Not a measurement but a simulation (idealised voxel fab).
Herein follows the process module entitled voxel capacitor over wiring.
For reference, the cross-section in this document is cut, with width 200 nm and square cells of 5 nm.
Notation: cross-section as square-cell grid; stated in bands, top first, going down; one or more cell rows per band.
Per band: top height and bottom height in nm, followed by the left-to-right materials and their widths in nm; "throughout" marks a single material spanning edge to edge, "air" marks empty space.
Measure heights from 0. That's the level where, below it, the as-received wafer is all one material. The lowest band is bottomless and extends downward; write it as in "z 0 and below".
Per-row width for "30 to 40": begins at first number (top row of band), ends at second number (bottom row), increment between rows held constant.
"no alteration" (step): cross-section cells unchanged, all of them.
The entry titled "Closed voids list" provides the empty spaces that have no open way to the top, restricted to those of 8 cells or more. Each is presented as width x height at distance, the distance being measured from the left edge, with all three in nm.
Heads up: the bit after the settings on a step's line is the simulator's remark on that step.
If you see "overlay nm" on a step's line and that step has a mask, it's telling you how far right of where it was planned the mask ended up; a negative number means it went left instead.
Reading guide: pairs of cross-sections, before and after one process step; after view cut off at lowest changed band; step and settings listed under each pair. Pairs may stem from different runs of this module on the same starting wafer; continuity with the pair above only where the "Pre-process state" entry states it.

**Pre-process state**
  z 0 and below = Si throughout
  Closed voids list: none

**After the Step**
  z 15 to 0 = SiO2 throughout
  Under 0: no change, same as before.
  Closed voids list: none
So what happens between those two cross-sections up there? CONFORMAL_DEP,material SiO2,thk nm 15

Pre-process state: Reference is made to the cross-section shown after the step in the pair directly above, which represents the state prior to this step.

**After the Step**
  z 20 to 15 = TiN throughout
  Under 15: no change, same as before.
  Closed voids list: none
So what happens between those two cross-sections up there? DIRECTIONAL_DEP,material TiN,thk nm 5

Pre-process state: Reference is made to the cross-section shown after the step in the pair directly above, which represents the state prior to this step.

**After the Step**
  z 45 to 20 = Ru throughout
  Under 20: no change, same as before.
  Closed voids list: none
So what happens between those two cross-sections up there? DIRECTIONAL_DEP,material Ru,thk nm 25

Pre-process state: Reference is made to the cross-section shown after the step in the pair directly above, which represents the state prior to this step.

**After the Step**
  z 65 to 45 = air: 45 | resist: 25 | air: 60 | resist: 25 | air: 45
  Under 45: no change, same as before.
  Closed voids list: none
So what happens between those two cross-sections up there? PATTERN,tone cover,mask id METAL_1,material resist,width nm 25,pitch nm 85,thk nm 20,overlay nm 0

Pre-process state: Reference is made to the cross-section shown after the step in the pair directly above, which represents the state prior to this step.

**After the Step**
  z 65 to 45 = air: 45 | resist: 25 | air: 60 | resist: 25 | air: 45
  z 45 to 20 = air: 45 | Ru: 25 | air: 60 | Ru: 25 | air: 45
  Under 20: no change, same as before.
  Closed voids list: none
So what happens between those two cross-sections up there? DIRECTIONAL_ETCH,etch materials Ru,depth nm 25

Pre-process state: Reference is made to the cross-section shown after the step in the pair directly above, which represents the state prior to this step.

**After the Step**
  z 65 to 45 = air: 45 | resist: 25 | air: 60 | resist: 25 | air: 45
  z 45 to 20 = air: 45 | Ru: 25 | air: 60 | Ru: 25 | air: 45
  z 20 to 15 = air: 45 | TiN: 25 | air: 60 | TiN: 25 | air: 45
  Under 15: no change, same as before.
  Closed voids list: none
So what happens between those two cross-sections up there? DIRECTIONAL_ETCH,etch materials TiN,depth nm 5

Pre-process state: Reference is made to the cross-section shown after the step in the pair directly above, which represents the state prior to this step.

**After the Step**
  z 45 to 20 = air: 45 | Ru: 25 | air: 60 | Ru: 25 | air: 45
  Under 20: no change, same as before.
  Closed voids list: none
So what happens between those two cross-sections up there? STRIP,etch materials resist

Pre-process state: Reference is made to the cross-section shown after the step in the pair directly above, which represents the state prior to this step.

**After the Step**
  z 55 to 45 = SiO2 throughout
  z 45 to 20 = SiO2: 45 | Ru: 25 | SiO2: 60 | Ru: 25 | SiO2: 45
  z 20 to 15 = SiO2: 45 | TiN: 25 | SiO2: 60 | TiN: 25 | SiO2: 45
  Under 15: no change, same as before.
  Closed voids list: none
So what happens between those two cross-sections up there? FILL_DEP,material SiO2,thk nm 10

Pre-process state: Reference is made to the cross-section shown after the step in the pair directly above, which represents the state prior to this step.

**After the Step**
  z 45 to 20 = SiO2: 45 | Ru: 25 | SiO2: 60 | Ru: 25 | SiO2: 45
  Under 20: no change, same as before.
  Closed voids list: none
So what happens between those two cross-sections up there? CMP,height nm 45

Pre-process state: Reference is made to the cross-section shown after the step in the pair directly above, which represents the state prior to this step.

**After the Step**
  z 50 to 45 = SiCN throughout
  Under 45: no change, same as before.
  Closed voids list: none
So what happens between those two cross-sections up there? CONFORMAL_DEP,material SiCN,thk nm 5

Pre-process state: Reference is made to the cross-section shown after the step in the pair directly above, which represents the state prior to this step.

**After the Step**
  z 70 to 50 = lowk throughout
  Under 50: no change, same as before.
  Closed voids list: none
So what happens between those two cross-sections up there? DIRECTIONAL_DEP,material lowk,thk nm 20

Pre-process state: Reference is made to the cross-section shown after the step in the pair directly above, which represents the state prior to this step.

**After the Step**
  z 70 to 50 = lowk: 55 | air: 15 | lowk: 130
  Under 50: no change, same as before.
  Closed voids list: none
So what happens between those two cross-sections up there? MASKED_ETCH,tone open,mask id PLUG_1,width nm 15,etch materials lowk,depth nm 20,overlay nm 0

Pre-process state: Reference is made to the cross-section shown after the step in the pair directly above, which represents the state prior to this step.

**After the Step**
  z 70 to 50 = lowk: 55 | air: 15 | lowk: 130
  z 50 to 45 = SiCN: 55 | air: 15 | SiCN: 130
  Under 45: no change, same as before.
  Closed voids list: none
So what happens between those two cross-sections up there? MASKED_ETCH,tone open,mask id PLUG_1,width nm 15,etch materials SiCN,depth nm 5,overlay nm 0

Pre-process state: Reference is made to the cross-section shown after the step in the pair directly above, which represents the state prior to this step.

**After the Step**
  z 70 to 55 = lowk: 55 | air: 15 | lowk: 130
  z 55 to 50 = lowk: 55 | Ru: 15 | lowk: 130
  z 50 to 45 = SiCN: 55 | Ru: 15 | SiCN: 130
  Under 45: no change, same as before.
  Closed voids list: none
So what happens between those two cross-sections up there? EPI,material Ru,thk nm 10

Pre-process state: Reference is made to the cross-section shown after the step in the pair directly above, which represents the state prior to this step.

**After the Step**
  z 70 to 65 = lowk: 55 | air: 15 | lowk: 130
  z 65 to 50 = lowk: 55 | Ru: 15 | lowk: 130
  Under 50: no change, same as before.
  Closed voids list: none
So what happens between those two cross-sections up there? EPI,material Ru,thk nm 10

Pre-process state: Reference is made to the cross-section shown after the step in the pair directly above, which represents the state prior to this step.

**After the Step**
  z 70 to 50 = lowk: 55 | Ru: 15 | lowk: 130
  Under 50: no change, same as before.
  Closed voids list: none
So what happens between those two cross-sections up there? EPI,material Ru,thk nm 5

Pre-process state: Reference is made to the cross-section shown after the step in the pair directly above, which represents the state prior to this step.

**After the Step**
  z 80 to 70 = TiN throughout
  Under 70: no change, same as before.
  Closed voids list: none
So what happens between those two cross-sections up there? DIRECTIONAL_DEP,material TiN,thk nm 10

Pre-process state: Reference is made to the cross-section shown after the step in the pair directly above, which represents the state prior to this step.

**After the Step**
  z 85 to 80 = HfO2 throughout
  Under 80: no change, same as before.
  Closed voids list: none
So what happens between those two cross-sections up there? DIRECTIONAL_DEP,material HfO2,thk nm 5

Pre-process state: Reference is made to the cross-section shown after the step in the pair directly above, which represents the state prior to this step.

**After the Step**
  z 95 to 85 = TiN throughout
  Under 85: no change, same as before.
  Closed voids list: none
So what happens between those two cross-sections up there? DIRECTIONAL_DEP,material TiN,thk nm 10

Pre-process state: Reference is made to the cross-section shown after the step in the pair directly above, which represents the state prior to this step.

**After the Step**
  z 105 to 95 = aC throughout
  Under 95: no change, same as before.
  Closed voids list: none
So what happens between those two cross-sections up there? DIRECTIONAL_DEP,material aC,thk nm 10

Pre-process state: Reference is made to the cross-section shown after the step in the pair directly above, which represents the state prior to this step.

**After the Step**
  z 135 to 105 = air: 55 | resist: 65 | air: 80
  Under 105: no change, same as before.
  Closed voids list: none
So what happens between those two cross-sections up there? PATTERN,tone cover,mask id UPPER_PLATE,material resist,width nm 65,thk nm 30,overlay nm 0

Pre-process state: Reference is made to the cross-section shown after the step in the pair directly above, which represents the state prior to this step.

**After the Step**
  z 125 to 105 = air: 55 | resist: 65 | air: 80
  z 105 to 95 = air: 55 | aC: 65 | air: 80
  Under 95: no change, same as before.
  Closed voids list: none
So what happens between those two cross-sections up there? DIRECTIONAL_ETCH,etch materials aC,depth nm 10

Pre-process state: Reference is made to the cross-section shown after the step in the pair directly above, which represents the state prior to this step.

**After the Step**
  z 105 to 95 = air: 55 | aC: 65 | air: 80
  Under 95: no change, same as before.
  Closed voids list: none
So what happens between those two cross-sections up there? STRIP,etch materials resist

Pre-process state: Reference is made to the cross-section shown after the step in the pair directly above, which represents the state prior to this step.

**After the Step**
  z 105 to 95 = air: 55 | aC: 65 | air: 80
  z 95 to 85 = air: 55 | TiN: 65 | air: 80
  Under 85: no change, same as before.
  Closed voids list: none
So what happens between those two cross-sections up there? DIRECTIONAL_ETCH,etch materials TiN,depth nm 10

Pre-process state: Reference is made to the cross-section shown after the step in the pair directly above, which represents the state prior to this step.

**After the Step**
  z 105 to 95 = air: 55 | aC: 65 | air: 80
  z 95 to 85 = air: 55 | TiN: 65 | air: 80
  z 85 to 80 = air: 55 | HfO2: 65 | air: 80
  Under 80: no change, same as before.
  Closed voids list: none
So what happens between those two cross-sections up there? DIRECTIONAL_ETCH,etch materials HfO2,depth nm 5

Pre-process state: Reference is made to the cross-section shown after the step in the pair directly above, which represents the state prior to this step.

**After the Step**
  z 95 to 85 = air: 55 | TiN: 65 | air: 80
  Under 85: no change, same as before.
  Closed voids list: none
So what happens between those two cross-sections up there? STRIP,etch materials aC

Pre-process state: Reference is made to the cross-section shown after the step in the pair directly above, which represents the state prior to this step.

**After the Step**
  z 110 to 95 = air: 55 | aC: 65 | air: 80
  z 95 to 85 = aC: 55 | TiN: 65 | aC: 80
  z 85 to 80 = aC: 55 | HfO2: 65 | aC: 80
  Under 80: no change, same as before.
  Closed voids list: none
So what happens between those two cross-sections up there? DIRECTIONAL_DEP,material aC,thk nm 15

Pre-process state: Reference is made to the cross-section shown after the step in the pair directly above, which represents the state prior to this step.

**After the Step**
  z 145 to 110 = air: 50 | resist: 75 | air: 75
  z 110 to 95 = air: 50 | resist: 5 | aC: 65 | resist: 5 | air: 75
  Under 95: no change, same as before.
  Closed voids list: none
So what happens between those two cross-sections up there? PATTERN,tone cover,mask id LOWER_PLATE,material resist,width nm 75,thk nm 35,overlay nm 0

Pre-process state: Reference is made to the cross-section shown after the step in the pair directly above, which represents the state prior to this step.

**After the Step**
  z 130 to 110 = air: 50 | resist: 75 | air: 75
  z 110 to 95 = air: 50 | resist: 5 | aC: 65 | resist: 5 | air: 75
  z 95 to 85 = air: 50 | aC: 5 | TiN: 65 | aC: 5 | air: 75
  z 85 to 80 = air: 50 | aC: 5 | HfO2: 65 | aC: 5 | air: 75
  Under 80: no change, same as before.
  Closed voids list: none
So what happens between those two cross-sections up there? DIRECTIONAL_ETCH,etch materials aC,depth nm 15

Pre-process state: Reference is made to the cross-section shown after the step in the pair directly above, which represents the state prior to this step.

**After the Step**
  z 110 to 95 = air: 55 | aC: 65 | air: 80
  Under 95: no change, same as before.
  Closed voids list: none
So what happens between those two cross-sections up there? STRIP,etch materials resist

Pre-process state: Reference is made to the cross-section shown after the step in the pair directly above, which represents the state prior to this step.

**After the Step**
  z 110 to 95 = air: 55 | aC: 65 | air: 80
  z 95 to 85 = air: 50 | aC: 5 | TiN: 65 | aC: 5 | air: 75
  z 85 to 80 = air: 50 | aC: 5 | HfO2: 65 | aC: 5 | air: 75
  z 80 to 70 = air: 50 | TiN: 75 | air: 75
  Under 70: no change, same as before.
  Closed voids list: none
So what happens between those two cross-sections up there? DIRECTIONAL_ETCH,etch materials TiN,depth nm 10

Pre-process state: Reference is made to the cross-section shown after the step in the pair directly above, which represents the state prior to this step.

**After the Step**
  z 95 to 85 = air: 55 | TiN: 65 | air: 80
  z 85 to 80 = air: 55 | HfO2: 65 | air: 80
  Under 80: no change, same as before.
  Closed voids list: none
So what happens between those two cross-sections up there? STRIP,etch materials aC

Pre-process state: Reference is made to the cross-section shown after the step in the pair directly above, which represents the state prior to this step.

**After the Step**
  z 115 to 95 = SiO2 throughout
  z 95 to 85 = SiO2: 55 | TiN: 65 | SiO2: 80
  z 85 to 80 = SiO2: 55 | HfO2: 65 | SiO2: 80
  z 80 to 70 = SiO2: 50 | TiN: 75 | SiO2: 75
  Under 70: no change, same as before.
  Closed voids list: none
So what happens between those two cross-sections up there? FILL_DEP,material SiO2,thk nm 20

Pre-process state: Reference is made to the cross-section shown after the step in the pair directly above, which represents the state prior to this step.

**After the Step**
  z 110 to 95 = SiO2 throughout
  Under 95: no change, same as before.
  Closed voids list: none
So what happens between those two cross-sections up there? CMP,height nm 110

Pre-process state: Reference is made to the cross-section shown after the step in the pair directly above, which represents the state prior to this step.

**After the Step**
  z 125 to 110 = resist: 65 | air: 15 | resist: 120
  Under 110: no change, same as before.
  Closed voids list: none
So what happens between those two cross-sections up there? PATTERN,tone open,mask id PLUG_2,material resist,width nm 15,thk nm 15,overlay nm 0

Pre-process state: Reference is made to the cross-section shown after the step in the pair directly above, which represents the state prior to this step.

**After the Step**
  z 125 to 110 = resist: 65 | air: 15 | resist: 120
  z 110 to 95 = SiO2: 65 | air: 15 | SiO2: 120
  Under 95: no change, same as before.
  Closed voids list: none
So what happens between those two cross-sections up there? DIRECTIONAL_ETCH,etch materials SiO2,depth nm 15

Pre-process state: Reference is made to the cross-section shown after the step in the pair directly above, which represents the state prior to this step.

**After the Step**
  z 110 to 95 = SiO2: 65 | air: 15 | SiO2: 120
  Under 95: no change, same as before.
  Closed voids list: none
So what happens between those two cross-sections up there? STRIP,etch materials resist

Pre-process state: Reference is made to the cross-section shown after the step in the pair directly above, which represents the state prior to this step.

**After the Step**
  z 115 to 110 = TiN: 70 | air: 5 | TiN: 125
  z 110 to 100 = SiO2: 65 | TiN: 5 | air: 5 | TiN: 5 | SiO2: 120
  z 100 to 95 = SiO2: 65 | TiN: 15 | SiO2: 120
  Under 95: no change, same as before.
  Closed voids list: none
So what happens between those two cross-sections up there? CONFORMAL_DEP,material TiN,thk nm 5

Pre-process state: Reference is made to the cross-section shown after the step in the pair directly above, which represents the state prior to this step.

**After the Step**
  z 125 to 115 = Ru throughout
  z 115 to 110 = TiN: 70 | Ru: 5 | TiN: 125
  z 110 to 100 = SiO2: 65 | TiN: 5 | Ru: 5 | TiN: 5 | SiO2: 120
  Under 100: no change, same as before.
  Closed voids list: none
So what happens between those two cross-sections up there? FILL_DEP,material Ru,thk nm 10

Pre-process state: Reference is made to the cross-section shown after the step in the pair directly above, which represents the state prior to this step.

**After the Step**
  z 110 to 100 = SiO2: 65 | TiN: 5 | Ru: 5 | TiN: 5 | SiO2: 120
  Under 100: no change, same as before.
  Closed voids list: none
So what happens between those two cross-sections up there? CMP,height nm 110

Pre-process state: Reference is made to the cross-section shown after the step in the pair directly above, which represents the state prior to this step.

**After the Step**
  z 115 to 110 = SiN throughout
  Under 110: no change, same as before.
  Closed voids list: none
So what happens between those two cross-sections up there? CONFORMAL_DEP,material SiN,thk nm 5

**Pre-process state**
  z 125 to 115 = Ru throughout
  z 115 to 110 = TiN: 70 | Ru: 5 | TiN: 125
  z 110 to 100 = SiO2: 65 | TiN: 5 | Ru: 5 | TiN: 5 | SiO2: 120
  z 100 to 95 = SiO2: 65 | TiN: 15 | SiO2: 120
  z 95 to 85 = SiO2: 55 | TiN: 65 | SiO2: 80
  z 85 to 80 = SiO2: 55 | HfO2: 65 | SiO2: 80
  z 80 to 70 = SiO2: 50 | TiN: 75 | SiO2: 75
  z 70 to 50 = lowk: 55 | Ru: 15 | lowk: 130
  z 50 to 45 = SiCN: 55 | Ru: 15 | SiCN: 130
  z 45 to 20 = SiO2: 45 | Ru: 25 | SiO2: 60 | Ru: 25 | SiO2: 45
  z 20 to 15 = SiO2: 45 | TiN: 25 | SiO2: 60 | TiN: 25 | SiO2: 45
  z 15 to 0 = SiO2 throughout
  z 0 and below = Si throughout
  Closed voids list: none

**After the Step**
  z 130 to 125 = SiN throughout
  Under 125: no change, same as before.
  Closed voids list: none
So what happens between those two cross-sections up there? CONFORMAL_DEP,material SiN,thk nm 5

**Pre-process state**
  z 70 to 50 = lowk throughout
  z 50 to 45 = SiCN throughout
  z 45 to 20 = SiO2: 45 | Ru: 25 | SiO2: 60 | Ru: 25 | SiO2: 45
  z 20 to 15 = SiO2: 45 | TiN: 25 | SiO2: 60 | TiN: 25 | SiO2: 45
  z 15 to 0 = SiO2 throughout
  z 0 and below = Si throughout
  Closed voids list: none

**After the Step**
  z 90 to 50 = lowk throughout
  Under 50: no change, same as before.
  Closed voids list: none
So what happens between those two cross-sections up there? DIRECTIONAL_DEP,material lowk,thk nm 20

Pre-process state: Reference is made to the cross-section shown after the step in the pair directly above, which represents the state prior to this step.

**After the Step**
  z 90 to 70 = lowk: 55 | air: 15 | lowk: 130
  Under 70: no change, same as before.
  Closed voids list: none
So what happens between those two cross-sections up there? MASKED_ETCH,tone open,mask id PLUG_1,width nm 15,etch materials lowk,depth nm 20,overlay nm 0

Pre-process state: Reference is made to the cross-section shown after the step in the pair directly above, which represents the state prior to this step.

**After the Step**
  z 100 to 90 = TiN: 55 | air: 15 | TiN: 130
  z 90 to 80 = lowk: 55 | air: 15 | lowk: 130
  z 80 to 70 = lowk: 55 | TiN: 15 | lowk: 130
  Under 70: no change, same as before.
  Closed voids list: none
So what happens between those two cross-sections up there? DIRECTIONAL_DEP,material TiN,thk nm 10

Pre-process state: Reference is made to the cross-section shown after the step in the pair directly above, which represents the state prior to this step.

**After the Step**
  z 105 to 100 = HfO2: 55 | air: 15 | HfO2: 130
  z 100 to 90 = TiN: 55 | air: 15 | TiN: 130
  z 90 to 85 = lowk: 55 | air: 15 | lowk: 130
  z 85 to 80 = lowk: 55 | HfO2: 15 | lowk: 130
  Under 80: no change, same as before.
  Closed voids list: none
So what happens between those two cross-sections up there? DIRECTIONAL_DEP,material HfO2,thk nm 5

Pre-process state: Reference is made to the cross-section shown after the step in the pair directly above, which represents the state prior to this step.

**After the Step**
  z 115 to 105 = TiN: 55 | air: 15 | TiN: 130
  z 105 to 100 = HfO2: 55 | air: 15 | HfO2: 130
  z 100 to 95 = TiN: 55 | air: 15 | TiN: 130
  z 95 to 90 = TiN throughout
  z 90 to 85 = lowk: 55 | TiN: 15 | lowk: 130
  Under 85: no change, same as before.
  Closed voids list: none
So what happens between those two cross-sections up there? DIRECTIONAL_DEP,material TiN,thk nm 10

Pre-process state: Reference is made to the cross-section shown after the step in the pair directly above, which represents the state prior to this step.

**After the Step**
  z 125 to 115 = aC: 55 | air: 15 | aC: 130
  z 115 to 105 = TiN: 55 | air: 15 | TiN: 130
  z 105 to 100 = HfO2: 55 | aC: 15 | HfO2: 130
  z 100 to 95 = TiN: 55 | aC: 15 | TiN: 130
  Under 95: no change, same as before.
  Closed voids list: none
So what happens between those two cross-sections up there? DIRECTIONAL_DEP,material aC,thk nm 10

Pre-process state: Reference is made to the cross-section shown after the step in the pair directly above, which represents the state prior to this step.

**After the Step**
  z 155 to 125 = air: 55 | resist: 65 | air: 80
  z 125 to 115 = aC: 55 | resist: 15 | aC: 130
  z 115 to 105 = TiN: 55 | resist: 15 | TiN: 130
  Under 105: no change, same as before.
  Closed voids list: none
So what happens between those two cross-sections up there? PATTERN,tone cover,mask id UPPER_PLATE,material resist,width nm 65,thk nm 30,overlay nm 0

Pre-process state: Reference is made to the cross-section shown after the step in the pair directly above, which represents the state prior to this step.

**After the Step**
  z 145 to 125 = air: 55 | resist: 65 | air: 80
  z 125 to 115 = air: 55 | resist: 15 | aC: 50 | air: 80
  Under 115: no change, same as before.
  Closed voids list: none
So what happens between those two cross-sections up there? DIRECTIONAL_ETCH,etch materials aC,depth nm 10

Pre-process state: Reference is made to the cross-section shown after the step in the pair directly above, which represents the state prior to this step.

**After the Step**
  z 125 to 115 = air: 70 | aC: 50 | air: 80
  z 115 to 105 = TiN: 55 | air: 15 | TiN: 130
  Under 105: no change, same as before.
  Closed voids list: none
So what happens between those two cross-sections up there? STRIP,etch materials resist

Pre-process state: Reference is made to the cross-section shown after the step in the pair directly above, which represents the state prior to this step.

**After the Step**
  z 125 to 115 = air: 70 | aC: 50 | air: 80
  z 115 to 105 = air: 70 | TiN: 50 | air: 80
  Under 105: no change, same as before.
  Closed voids list: none
So what happens between those two cross-sections up there? DIRECTIONAL_ETCH,etch materials TiN,depth nm 10

Pre-process state: Reference is made to the cross-section shown after the step in the pair directly above, which represents the state prior to this step.

**After the Step**
  z 125 to 115 = air: 70 | aC: 50 | air: 80
  z 115 to 105 = air: 70 | TiN: 50 | air: 80
  z 105 to 100 = air: 55 | aC: 15 | HfO2: 50 | air: 80
  Under 100: no change, same as before.
  Closed voids list: none
So what happens between those two cross-sections up there? DIRECTIONAL_ETCH,etch materials HfO2,depth nm 5

Pre-process state: Reference is made to the cross-section shown after the step in the pair directly above, which represents the state prior to this step.

**After the Step**
  z 115 to 105 = air: 70 | TiN: 50 | air: 80
  z 105 to 100 = air: 70 | HfO2: 50 | air: 80
  z 100 to 95 = TiN: 55 | air: 15 | TiN: 130
  Under 95: no change, same as before.
  Closed voids list: none
So what happens between those two cross-sections up there? STRIP,etch materials aC

Pre-process state: Reference is made to the cross-section shown after the step in the pair directly above, which represents the state prior to this step.

**After the Step**
  z 130 to 115 = air: 70 | aC: 50 | air: 80
  z 115 to 110 = aC: 55 | air: 15 | TiN: 50 | aC: 80
  z 110 to 105 = aC: 70 | TiN: 50 | aC: 80
  z 105 to 100 = aC: 70 | HfO2: 50 | aC: 80
  z 100 to 95 = TiN: 55 | aC: 15 | TiN: 130
  Under 95: no change, same as before.
  Closed voids list: none
So what happens between those two cross-sections up there? DIRECTIONAL_DEP,material aC,thk nm 15

Pre-process state: Reference is made to the cross-section shown after the step in the pair directly above, which represents the state prior to this step.

**After the Step**
  z 165 to 130 = air: 50 | resist: 75 | air: 75
  z 130 to 115 = air: 50 | resist: 20 | aC: 50 | resist: 5 | air: 75
  z 115 to 110 = aC: 55 | resist: 15 | TiN: 50 | aC: 80
  Under 110: no change, same as before.
  Closed voids list: none
So what happens between those two cross-sections up there? PATTERN,tone cover,mask id LOWER_PLATE,material resist,width nm 75,thk nm 35,overlay nm 0

Pre-process state: Reference is made to the cross-section shown after the step in the pair directly above, which represents the state prior to this step.

**After the Step**
  z 150 to 130 = air: 50 | resist: 75 | air: 75
  z 130 to 115 = air: 50 | resist: 20 | aC: 50 | resist: 5 | air: 75
  z 115 to 110 = air: 50 | aC: 5 | resist: 15 | TiN: 50 | aC: 5 | air: 75
  z 110 to 105 = air: 50 | aC: 20 | TiN: 50 | aC: 5 | air: 75
  z 105 to 100 = air: 50 | aC: 20 | HfO2: 50 | aC: 5 | air: 75
  Under 100: no change, same as before.
  Closed voids list: none
So what happens between those two cross-sections up there? DIRECTIONAL_ETCH,etch materials aC,depth nm 15

Pre-process state: Reference is made to the cross-section shown after the step in the pair directly above, which represents the state prior to this step.

**After the Step**
  z 130 to 115 = air: 70 | aC: 50 | air: 80
  z 115 to 110 = air: 50 | aC: 5 | air: 15 | TiN: 50 | aC: 5 | air: 75
  Under 110: no change, same as before.
  Closed voids list: none
So what happens between those two cross-sections up there? STRIP,etch materials resist

Pre-process state: Reference is made to the cross-section shown after the step in the pair directly above, which represents the state prior to this step.

**After the Step**
  z 130 to 115 = air: 70 | aC: 50 | air: 80
  z 115 to 110 = air: 50 | aC: 5 | air: 15 | TiN: 50 | aC: 5 | air: 75
  z 110 to 105 = air: 50 | aC: 20 | TiN: 50 | aC: 5 | air: 75
  z 105 to 100 = air: 50 | aC: 20 | HfO2: 50 | aC: 5 | air: 75
  z 100 to 95 = air: 50 | TiN: 5 | aC: 15 | TiN: 55 | air: 75
  z 95 to 90 = air: 50 | TiN: 75 | air: 75
  Under 90: no change, same as before.
  Closed voids list: none
So what happens between those two cross-sections up there? DIRECTIONAL_ETCH,etch materials TiN,depth nm 10

Pre-process state: Reference is made to the cross-section shown after the step in the pair directly above, which represents the state prior to this step.

**After the Step**
  z 115 to 105 = air: 70 | TiN: 50 | air: 80
  z 105 to 100 = air: 70 | HfO2: 50 | air: 80
  z 100 to 95 = air: 50 | TiN: 5 | air: 15 | TiN: 55 | air: 75
  Under 95: no change, same as before.
  Closed voids list: none
So what happens between those two cross-sections up there? STRIP,etch materials aC

Pre-process state: Reference is made to the cross-section shown after the step in the pair directly above, which represents the state prior to this step.

**After the Step**
  z 135 to 115 = SiO2 throughout
  z 115 to 105 = SiO2: 70 | TiN: 50 | SiO2: 80
  z 105 to 100 = SiO2: 70 | HfO2: 50 | SiO2: 80
  z 100 to 95 = SiO2: 50 | TiN: 5 | SiO2: 15 | TiN: 55 | SiO2: 75
  z 95 to 90 = SiO2: 50 | TiN: 75 | SiO2: 75
  Under 90: no change, same as before.
  Closed voids list: none
So what happens between those two cross-sections up there? FILL_DEP,material SiO2,thk nm 20

Pre-process state: Reference is made to the cross-section shown after the step in the pair directly above, which represents the state prior to this step.

**After the Step**
  z 110 to 105 = SiO2: 70 | TiN: 50 | SiO2: 80
  Under 105: no change, same as before.
  Closed voids list: none
So what happens between those two cross-sections up there? CMP,height nm 110

Pre-process state: Reference is made to the cross-section shown after the step in the pair directly above, which represents the state prior to this step.

**After the Step**
  z 125 to 110 = resist: 65 | air: 15 | resist: 120
  Under 110: no change, same as before.
  Closed voids list: none
So what happens between those two cross-sections up there? PATTERN,tone open,mask id PLUG_2,material resist,width nm 15,thk nm 15,overlay nm 0

Pre-process state: Reference is made to the cross-section shown after the step in the pair directly above, which represents the state prior to this step.

**After the Step**
  z 125 to 110 = resist: 65 | air: 15 | resist: 120
  z 110 to 105 = SiO2: 65 | air: 5 | TiN: 50 | SiO2: 80
  z 105 to 100 = SiO2: 65 | air: 5 | HfO2: 50 | SiO2: 80
  z 100 to 95 = SiO2: 50 | TiN: 5 | SiO2: 10 | air: 5 | TiN: 55 | SiO2: 75
  Under 95: no change, same as before.
  Closed voids list: none
So what happens between those two cross-sections up there? DIRECTIONAL_ETCH,etch materials SiO2,depth nm 15

Pre-process state: Reference is made to the cross-section shown after the step in the pair directly above, which represents the state prior to this step.

**After the Step**
  z 110 to 105 = SiO2: 65 | air: 5 | TiN: 50 | SiO2: 80
  Under 105: no change, same as before.
  Closed voids list: none
So what happens between those two cross-sections up there? STRIP,etch materials resist

Pre-process state: Reference is made to the cross-section shown after the step in the pair directly above, which represents the state prior to this step.

**After the Step**
  z 115 to 110 = TiN throughout
  z 110 to 105 = SiO2: 65 | TiN: 55 | SiO2: 80
  z 105 to 100 = SiO2: 65 | TiN: 5 | HfO2: 50 | SiO2: 80
  z 100 to 95 = SiO2: 50 | TiN: 5 | SiO2: 10 | TiN: 60 | SiO2: 75
  Under 95: no change, same as before.
  Closed voids list: none
So what happens between those two cross-sections up there? CONFORMAL_DEP,material TiN,thk nm 5

Pre-process state: Reference is made to the cross-section shown after the step in the pair directly above, which represents the state prior to this step.

**After the Step**
  z 125 to 115 = Ru throughout
  Under 115: no change, same as before.
  Closed voids list: none
So what happens between those two cross-sections up there? FILL_DEP,material Ru,thk nm 10

Pre-process state: Reference is made to the cross-section shown after the step in the pair directly above, which represents the state prior to this step.

**After the Step**
  z 110 to 105 = SiO2: 65 | TiN: 55 | SiO2: 80
  Under 105: no change, same as before.
  Closed voids list: none
So what happens between those two cross-sections up there? CMP,height nm 110

Pre-process state: Reference is made to the cross-section shown after the step in the pair directly above, which represents the state prior to this step.

**After the Step**
  z 115 to 110 = SiN throughout
  Under 110: no change, same as before.
  Closed voids list: none
So what happens between those two cross-sections up there? CONFORMAL_DEP,material SiN,thk nm 5

**Pre-process state**
  z 70 to 50 = lowk: 55 | Ru: 15 | lowk: 130
  z 50 to 45 = SiCN: 55 | Ru: 15 | SiCN: 130
  z 45 to 20 = SiO2: 45 | Ru: 25 | SiO2: 60 | Ru: 25 | SiO2: 45
  z 20 to 15 = SiO2: 45 | TiN: 25 | SiO2: 60 | TiN: 25 | SiO2: 45
  z 15 to 0 = SiO2 throughout
  z 0 and below = Si throughout
  Closed voids list: none

**After the Step**
  z 75 to 70 = HfO2 throughout
  Under 70: no change, same as before.
  Closed voids list: none
So what happens between those two cross-sections up there? DIRECTIONAL_DEP,material HfO2,thk nm 5

Pre-process state: Reference is made to the cross-section shown after the step in the pair directly above, which represents the state prior to this step.

**After the Step**
  z 85 to 75 = TiN throughout
  Under 75: no change, same as before.
  Closed voids list: none
So what happens between those two cross-sections up there? DIRECTIONAL_DEP,material TiN,thk nm 10

Pre-process state: Reference is made to the cross-section shown after the step in the pair directly above, which represents the state prior to this step.

**After the Step**
  z 95 to 75 = TiN throughout
  Under 75: no change, same as before.
  Closed voids list: none
So what happens between those two cross-sections up there? DIRECTIONAL_DEP,material TiN,thk nm 10

Pre-process state: Reference is made to the cross-section shown after the step in the pair directly above, which represents the state prior to this step.

**After the Step**
  z 105 to 95 = aC throughout
  Under 95: no change, same as before.
  Closed voids list: none
So what happens between those two cross-sections up there? DIRECTIONAL_DEP,material aC,thk nm 10

Pre-process state: Reference is made to the cross-section shown after the step in the pair directly above, which represents the state prior to this step.

**After the Step**
  z 135 to 105 = air: 55 | resist: 65 | air: 80
  Under 105: no change, same as before.
  Closed voids list: none
So what happens between those two cross-sections up there? PATTERN,tone cover,mask id UPPER_PLATE,material resist,width nm 65,thk nm 30,overlay nm 0

Pre-process state: Reference is made to the cross-section shown after the step in the pair directly above, which represents the state prior to this step.

**After the Step**
  z 125 to 105 = air: 55 | resist: 65 | air: 80
  z 105 to 95 = air: 55 | aC: 65 | air: 80
  Under 95: no change, same as before.
  Closed voids list: none
So what happens between those two cross-sections up there? DIRECTIONAL_ETCH,etch materials aC,depth nm 10

Pre-process state: Reference is made to the cross-section shown after the step in the pair directly above, which represents the state prior to this step.

**After the Step**
  z 105 to 95 = air: 55 | aC: 65 | air: 80
  Under 95: no change, same as before.
  Closed voids list: none
So what happens between those two cross-sections up there? STRIP,etch materials resist
